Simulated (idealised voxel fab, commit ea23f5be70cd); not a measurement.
Process module under the name voxel self aligned contacts
This is section cut - it's 230 nm across, gridded in 5 nm square cells.
Square cells in a grid make up a cross-section in this document, and the grid is given as bands, listed from the top down, each one or more rows of cells. Basically the band line says how high the top is and how high the bottom is, in nm, and then what's in it from left to right, every material with its width in nm. Empty space shows up as "empty", and if a single material carries "edge to edge" it runs the full band edge to edge. Measure heights from 0. That's the level where, below it, the as-received wafer is all one material. The lowest band is bottomless and extends downward; write it as in "top 0, no bottom". Width spec "30..40" -> top row of cells at first value, bottom row at second value, equal per-row change in between. "identical to before" means the step left every cell of the cross-section as it was. What "Cavities, closed" gives you is every empty space of 8 cells or more that is cut off from the top. Each appears as width x height at distance, with the distance taken from the left edge and width, height and distance all in nm. If you see something after the settings on a step's line, that's the simulator's own remark about that step. The setting "overlay nm" may be written on the line of a step. When the step uses a mask, the value reports how far to the right of the planned place the mask lay, and a negative value reports that it lay to the left.
-- Steps in the process plan
1,RECEIVE [material Si]
2,CONFORMAL_DEP [material SiO2] [thk nm 5]
3,DIRECTIONAL_DEP [material polySi] [thk nm 30]
4,DIRECTIONAL_DEP [material SiN] [thk nm 15]
5,DIRECTIONAL_DEP [material aC] [thk nm 15]
6,PATTERN [tone cover] [mask id GATE] [material resist] [width nm 25] [pitch nm 55] [thk nm 35] [overlay nm 0]
7,DIRECTIONAL_ETCH [etch materials aC] [depth nm 15]
8,STRIP [etch materials resist]
9,DIRECTIONAL_ETCH [etch materials SiN] [depth nm 15]
10,DIRECTIONAL_ETCH [etch materials polySi] [depth nm 30]
11,STRIP [etch materials aC]
12,CONFORMAL_DEP [material SiN] [thk nm 5]
13,DIRECTIONAL_ETCH [etch materials SiN] [depth nm 5]
14,FILL_DEP [material SiO2] [thk nm 20]
15,CMP [height nm 60]
16,DIRECTIONAL_DEP [material aC] [thk nm 10]
17,PATTERN [tone open] [mask id CONTACT] [material resist] [width nm 40] [thk nm 30] [overlay nm 0]
18,DIRECTIONAL_ETCH [etch materials aC] [depth nm 10]
19,STRIP [etch materials resist]
20,DIRECTIONAL_ETCH [etch materials SiO2] [depth nm 60]
21,STRIP [etch materials aC]
22,CONFORMAL_DEP [material TiN] [thk nm 5]
23,FILL_DEP [material W] [thk nm 10]
24,CMP [height nm 60]
25,CONFORMAL_DEP [material SiN] [thk nm 5]
-- As received (post step 1): cross-section
  top 0, no bottom | Si edge to edge
  Cavities, closed: none
-- first wafer at the end, as planned
  top 65, bottom 60 | SiN edge to edge
  top 60, bottom 50 | SiO2=95 | TiN=5..15 | W=30..10 | TiN=5..15 | SiO2=95
  top 50, bottom 35 | SiO2=70 | SiN=35 | TiN=5 | W=10 | TiN=5 | SiN=35 | SiO2=70
  top 35, bottom 5 | SiO2=70 | SiN=5 | polySi=25 | SiN=5 | TiN=5 | W=10 | TiN=5 | SiN=5 | polySi=25 | SiN=5 | SiO2=70
  top 5, bottom 0 | SiO2=105 | TiN=20 | SiO2=105
  top 0, no bottom | Si edge to edge
  Cavities, closed: none
-- Wafer two cross-section, module end. Start and plan unchanged from wafer one; one mistake made during the run
  top 65, bottom 60 | SiN edge to edge
  top 60, bottom 50 | SiO2=70 | SiN=35 | TiN=5 | W=10 | TiN=5 | SiN=35 | SiO2=70
  top 50, bottom 45 | SiO2=70 | SiN=35 | TiN=20 | SiN=35 | SiO2=70
  top 45, bottom 35 | SiN edge to edge
  top 35, bottom 5 | polySi edge to edge
  top 5, bottom 0 | SiO2 edge to edge
  top 0, no bottom | Si edge to edge
  Cavities, closed: none
What went wrong in running the wafer? step 4 ran differently from the plan; actual operation with settings: DIRECTIONAL_DEP [material SiN] [thk nm 25]
Final wafer comparison in cells, second versus first, more or fewer per material: SiN +68, SiO2 -240, TiN -22, W -22, polySi +216
